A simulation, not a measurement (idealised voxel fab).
Documented hereafter: the process module known as voxel capacitor over wiring.
For reference, the cross-section in this document is cut, with width 175 nm and square cells of 5 nm.
Notation: cross-section as square-cell grid; stated in bands, top first, going down; one or more cell rows per band.
Look at the band entry: it leads with the top's height and the bottom's height in nm. Then it lists the materials left to right, with a width in nm for each. The word "all across" on a single material says that material fills the band edge to edge. The word "empty" is empty space.
Note: height 0 marks the level under which the wafer is uniformly one material as received. Lowest band unbounded below, written "0 down".
A two-number width, for instance "30->40", indicates that the width is equal to the first number in the top row of the band and to the second number in the bottom row, and that it changes by a constant amount per row of cells.
The cross-section has no changed cell in any step marked "everything unchanged".
"Fully sealed voids" - sealed voids, min. 8 cells, no opening to top; format: width x height at distance (distance from left edge; nm throughout).
Step line, after settings: the simulator's comment on this step.
If you see "overlay nm" on a step's line and that step has a mask, it's telling you how far right of where it was planned the mask ended up; a negative number means it went left instead.
The planned process steps are enumerated hereunder:
1: RECEIVE, material Si
2: CONFORMAL_DEP, material SiO2, thk nm 15
3: DIRECTIONAL_DEP, material TiN, thk nm 5
4: DIRECTIONAL_DEP, material Ru, thk nm 20
5: PATTERN, tone cover, mask id METAL_1, material resist, width nm 20, pitch nm 70, thk nm 15, overlay nm 0
6: DIRECTIONAL_ETCH, etch materials Ru, depth nm 20
7: DIRECTIONAL_ETCH, etch materials TiN, depth nm 5
8: STRIP, etch materials resist
9: FILL_DEP, material lowk, thk nm 10
10: CMP, height nm 40
11: CONFORMAL_DEP, material SiCN, thk nm 5
12: DIRECTIONAL_DEP, material SiO2, thk nm 20
13: PATTERN, tone open, mask id PLUG_1, material resist, width nm 15, thk nm 20, overlay nm 0
14: DIRECTIONAL_ETCH, etch materials SiO2, depth nm 20
15: DIRECTIONAL_ETCH, etch materials SiCN, depth nm 5
16: STRIP, etch materials resist
17: CONFORMAL_DEP, material TiN, thk nm 5
18: FILL_DEP, material Ru, thk nm 10
19: CMP, height nm 65
20: DIRECTIONAL_DEP, material TiN, thk nm 5
21: DIRECTIONAL_DEP, material SiN, thk nm 5
22: DIRECTIONAL_DEP, material TiN, thk nm 5
23: PATTERN, tone cover, mask id UPPER_PLATE, material resist, width nm 55, thk nm 20, overlay nm 0
24: DIRECTIONAL_ETCH, etch materials TiN, depth nm 5
25: DIRECTIONAL_ETCH, etch materials SiN, depth nm 5
26: STRIP, etch materials resist
27: MASKED_ETCH, tone cover, mask id LOWER_PLATE, width nm 65, etch materials TiN, depth nm 5, overlay nm 0
28: FILL_DEP, material SiO2, thk nm 15
29: CMP, height nm 90
30: DIRECTIONAL_DEP, material aC, thk nm 10
31: PATTERN, tone open, mask id PLUG_2, material resist, width nm 15, thk nm 25, overlay nm 0
32: DIRECTIONAL_ETCH, etch materials aC, depth nm 10
33: STRIP, etch materials resist
34: DIRECTIONAL_ETCH, etch materials SiO2, depth nm 10
35: STRIP, etch materials aC
36: CONFORMAL_DEP, material TiN, thk nm 5
37: FILL_DEP, material W, thk nm 5
38: CMP, height nm 90
39: CONFORMAL_DEP, material SiCN, thk nm 5
As-received state of the wafer in cross-section, equivalent to post-step 1:
- 0 down | Si all across
- Fully sealed voids: none
End-of-module cross-section of the first of two wafers, processed as planned:
- 95 to 90 | SiCN all across
- 90 to 85 | SiO2: 55, then TiN: 5, then W: 5, then TiN: 5, then SiO2: 105
- 85 to 75 | SiO2: 55->45, then TiN: 15->55, then SiO2: 105->75
- 75 to 70 | SiO2: 45, then SiN: 55, then SiO2: 75
- 70 to 65 | SiO2: 40, then TiN: 65, then SiO2: 70
- 65 to 45 | SiO2: 45, then TiN: 5, then Ru: 5, then TiN: 5, then SiO2: 115
- 45 to 40 | SiCN: 45, then TiN: 15, then SiCN: 115
- 40 to 20 | lowk: 40, then Ru: 20, then lowk: 50, then Ru: 20, then lowk: 45
- 20 to 15 | lowk: 40, then TiN: 20, then lowk: 50, then TiN: 20, then lowk: 45
- 15 to 0 | SiO2 all across
- 0 down | Si all across
- Fully sealed voids: none
Cross-section, wafer two of two, end of module: same start and plan as wafer one, one error in execution:
- 95 to 90 | SiCN all across
- 90 to 85 | SiO2: 55, then TiN: 5, then W: 5, then TiN: 5, then SiO2: 105
- 85 to 75 | SiO2: 55->45, then TiN: 15->55, then SiO2: 105->75
- 75 to 70 | SiO2: 45, then SiN: 55, then SiO2: 75
- 70 to 65 | SiO2: 40, then TiN: 65, then SiO2: 70
- 65 to 45 | SiO2: 45, then TiN: 5, then Ru: 5, then TiN: 5, then SiO2: 115
- 45 to 40 | SiCN: 45, then TiN: 15, then SiCN: 115
- 40 to 20 | lowk: 30, then Ru: 20, then lowk: 50, then Ru: 20, then lowk: 55
- 20 to 15 | lowk: 30, then TiN: 20, then lowk: 50, then TiN: 20, then lowk: 55
- 15 to 0 | SiO2 all across
- 0 down | Si all across
- Fully sealed voids: none
Want to know what went wrong? step 5: run off-plan, actual operation and settings PATTERN, tone cover, mask id METAL_1, material resist, width nm 20, pitch nm 70, thk nm 15, overlay nm -10
By the end, you'd get the same cell count for each material on either wafer, but the second wafer puts them somewhere else.
